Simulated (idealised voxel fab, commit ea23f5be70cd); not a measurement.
Process module under the name voxel self aligned contacts
It is cross-section cut that appears here, measuring 185 nm in width, its square cells being 5 nm in size.
A cross-section is a grid of square cells, given in bands from the top down. A band is one or more rows of cells.
The entry gives the band's vertical extent as a top height and a bottom height in nm, then its horizontal make-up as materials from left to right, each with a width in nm. "blank" stands for empty space; a single material marked "throughout" fills the band edge to edge.
Height is counted from the level 0, under which the received wafer is composed throughout of one material. The lowest of the bands is not closed at the bottom but continues downward, in the notation "top 0, no bottom".
A two-number width, for instance "30 to 40", indicates that the width is equal to the first number in the top row of the band and to the second number in the bottom row, and that it changes by a constant amount per row of cells.
When a step is marked "changes: none", none of the cells in the cross-section changed during that step.
In "Unvented cavities" the enclosed voids are listed, meaning empty spaces of 8 cells or larger without any opening to the top. The form is width x height at distance, distance from the left edge, units nm.
The remark found on a step's line after its settings is issued by the simulator itself and pertains to that step.
When a step includes a mask, the "overlay nm" setting on its line states how far to the right of its planned place that mask lay, and negative values state how far to the left.
So here's the lineup of process steps we planned:
1) RECEIVE, material Si
2) CONFORMAL_DEP, material SiO2, thk nm 5
3) DIRECTIONAL_DEP, material polySi, thk nm 25
4) DIRECTIONAL_DEP, material SiN, thk nm 20
5) PATTERN, tone cover, mask id GATE, material resist, width nm 25, pitch nm 60, thk nm 20, overlay nm 0
6) DIRECTIONAL_ETCH, etch materials SiN, depth nm 20
7) DIRECTIONAL_ETCH, etch materials polySi, depth nm 25
8) STRIP, etch materials resist
9) CONFORMAL_DEP, material SiN, thk nm 5
10) DIRECTIONAL_ETCH, etch materials SiN, depth nm 5
11) FILL_DEP, material SiO2, thk nm 20
12) CMP, height nm 60
13) PATTERN, tone open, mask id CONTACT, material resist, width nm 45, pitch nm 60, thk nm 15, overlay nm 0
14) DIRECTIONAL_ETCH, etch materials SiO2, depth nm 60
15) STRIP, etch materials resist
16) CONFORMAL_DEP, material TiN, thk nm 5
17) FILL_DEP, material Ru, thk nm 10
18) CMP, height nm 60
19) CONFORMAL_DEP, material SiCN, thk nm 5
Wafer at receipt (post step 1), cross-section:
  top 0, no bottom: Si throughout
  Unvented cavities: none
Module complete, cross-section. Starting point and plan per above. One mistake made in running the module:
  top 65, bottom 60: SiCN throughout
  top 60, bottom 50: 40 of SiO2  5 of TiN  35 of Ru  5 of TiN  15 of SiO2  5 of TiN  35 of Ru  5 of TiN  40 of SiO2
  top 50, bottom 45: 40 of SiO2  10 of TiN  25 of Ru  10 of TiN  15 of SiO2  10 of TiN  25 of Ru  10 of TiN  40 of SiO2
  top 45, bottom 30: 20 of SiO2  25 of SiN  5 of TiN  25 of Ru  5 of TiN  25 of SiN  5 of TiN  25 of Ru  5 of TiN  25 of SiN  20 of SiO2
  top 30, bottom 5: 20 of SiO2  25 of polySi  5 of TiN  25 of Ru  5 of TiN  25 of polySi  5 of TiN  25 of Ru  5 of TiN  25 of polySi  20 of SiO2
  top 5, bottom 0: 45 of SiO2  35 of TiN  25 of SiO2  35 of TiN  45 of SiO2
  top 0, no bottom: Si throughout
  Unvented cavities: none
Which mistake was made when the wafer was run? step 9 of the plan was bypassed and not carried out
